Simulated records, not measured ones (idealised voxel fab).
process module | voxel self aligned contacts
cross-section cut | 235 nm wide | cells 5 nm
A cross-section is a grid of square cells, given in bands from the top down. A band is one or more rows of cells.
Each band's line starts with the height of the band's top and of its bottom, in nm. Then come its materials from left to right, each with its width in nm. One material with "throughout" fills the band from edge to edge. "air" is empty space.
Height 0 is the level under which the wafer as received is all one material. The lowest band goes on downwards, as in "0 down".
A width such as "30 to 40" changes by the same amount from each row of cells to the next, from the band's top row to its bottom row.
"no change" after a step means that no cell of the cross-section changed.
closed voids: empty space of 8 cells or more with no open way to the top, each as width x height at its distance from the left edge, in nm
after a step's settings: what the simulator itself notes on the step
overlay nm, on a step with a mask: how far to the right of its planned place the mask lay; to the left if negative
plan
1 op RECEIVE | material Si
2 op CONFORMAL_DEP | material SiO2 | thk nm 5
3 op DIRECTIONAL_DEP | material polySi | thk nm 25
4 op DIRECTIONAL_DEP | material SiN | thk nm 20
5 op DIRECTIONAL_DEP | material aC | thk nm 10
6 op PATTERN | tone cover | mask id GATE | material resist | width nm 35 | pitch nm 60 | thk nm 30 | overlay nm 0
7 op DIRECTIONAL_ETCH | etch materials aC | depth nm 10
8 op STRIP | etch materials resist
9 op DIRECTIONAL_ETCH | etch materials SiN | depth nm 20
10 op DIRECTIONAL_ETCH | etch materials polySi | depth nm 25
11 op STRIP | etch materials aC
12 op CONFORMAL_DEP | material SiN | thk nm 5
13 op DIRECTIONAL_ETCH | etch materials SiN | depth nm 5
14 op FILL_DEP | material SiO2 | thk nm 15
15 op CMP | height nm 55
16 op DIRECTIONAL_DEP | material aC | thk nm 15
17 op PATTERN | tone open | mask id CONTACT | material resist | width nm 45 | pitch nm 60 | thk nm 35 | overlay nm 0
18 op DIRECTIONAL_ETCH | etch materials aC | depth nm 15
19 op STRIP | etch materials resist
20 op DIRECTIONAL_ETCH | etch materials SiO2 | depth nm 55
21 op STRIP | etch materials aC
22 op CONFORMAL_DEP | material TiN | thk nm 5
23 op FILL_DEP | material W | thk nm 10
24 op CMP | height nm 55
25 op CONFORMAL_DEP | material SiN | thk nm 5
as received, after step 1
  0 down: Si throughout
  closed voids: none
a wafer at the end: this start, this plan, one mistake
  60 to 55: SiN throughout
  55 to 40: SiO2 35 | SiN 45 | TiN 5 | W 5 | TiN 5 | SiN 45 | TiN 5 | W 5 | TiN 5 | SiN 45 | SiO2 35
  40 to 15: SiO2 35 | SiN 5 | polySi 35 | SiN 5 | TiN 5 | W 5 | TiN 5 | SiN 5 | polySi 35 | SiN 5 | TiN 5 | W 5 | TiN 5 | SiN 5 | polySi 35 | SiN 5 | SiO2 35
  15 to 5: SiO2 80 | TiN 5 | W 5 | TiN 5 | SiO2 45 | TiN 5 | W 5 | TiN 5 | SiO2 80
  5 to 0: SiO2 80 | TiN 15 | SiO2 45 | TiN 15 | SiO2 80
  0 down: Si throughout
  closed voids: none
what went wrong: step 2 ran as: op CONFORMAL_DEP | material SiO2 | thk nm 15
